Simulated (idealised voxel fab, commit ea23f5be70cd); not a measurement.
process module | voxel tone inversion
cross-section cut | 275 nm wide | cells 5 nm
A cross-section is a grid of square cells, given in bands from the top down. A band is one or more rows of cells.
Each band's line starts with the height of the band's top and of its bottom, in nm. Then come its materials from left to right, each with its width in nm. One material with "throughout" fills the band from edge to edge. "air" is empty space.
Height 0 is the level under which the wafer as received is all one material. The lowest band goes on downwards, as in "0 down".
A width such as "30 to 40" changes by the same amount from each row of cells to the next, from the band's top row to its bottom row.
"no change" after a step means that no cell of the cross-section changed.
closed voids: empty space of 8 cells or more with no open way to the top, each as width x height at its distance from the left edge, in nm
after a step's settings: what the simulator itself notes on the step
overlay nm, on a step with a mask: how far to the right of its planned place the mask lay; to the left if negative
plan
1 op RECEIVE | material Si
2 op CONFORMAL_DEP | material SiN | thk nm 10
3 op DIRECTIONAL_DEP | material aC | thk nm 15
4 op PATTERN | tone cover | mask id POSTS | material resist | width nm 25 | pitch nm 45 | thk nm 20 | overlay nm 0
5 op DIRECTIONAL_ETCH | etch materials aC | depth nm 15
6 op STRIP | etch materials resist
7 op FILL_DEP | material SiO2 | thk nm 5
8 op CMP | height nm 25
9 op STRIP | etch materials aC
10 op CONFORMAL_DEP | material TiN | thk nm 5
11 op FILL_DEP | material Cu | thk nm 5
12 op CMP | height nm 25
13 op CONFORMAL_DEP | material SiN | thk nm 5
as received, after step 1
  0 down: Si throughout
  closed voids: none
a wafer at the end: this start, this plan, one mistake
  30 to 0: SiN throughout
  0 down: Si throughout
  closed voids: none
what went wrong: step 3 ran as: op DIRECTIONAL_DEP | material SiN | thk nm 15
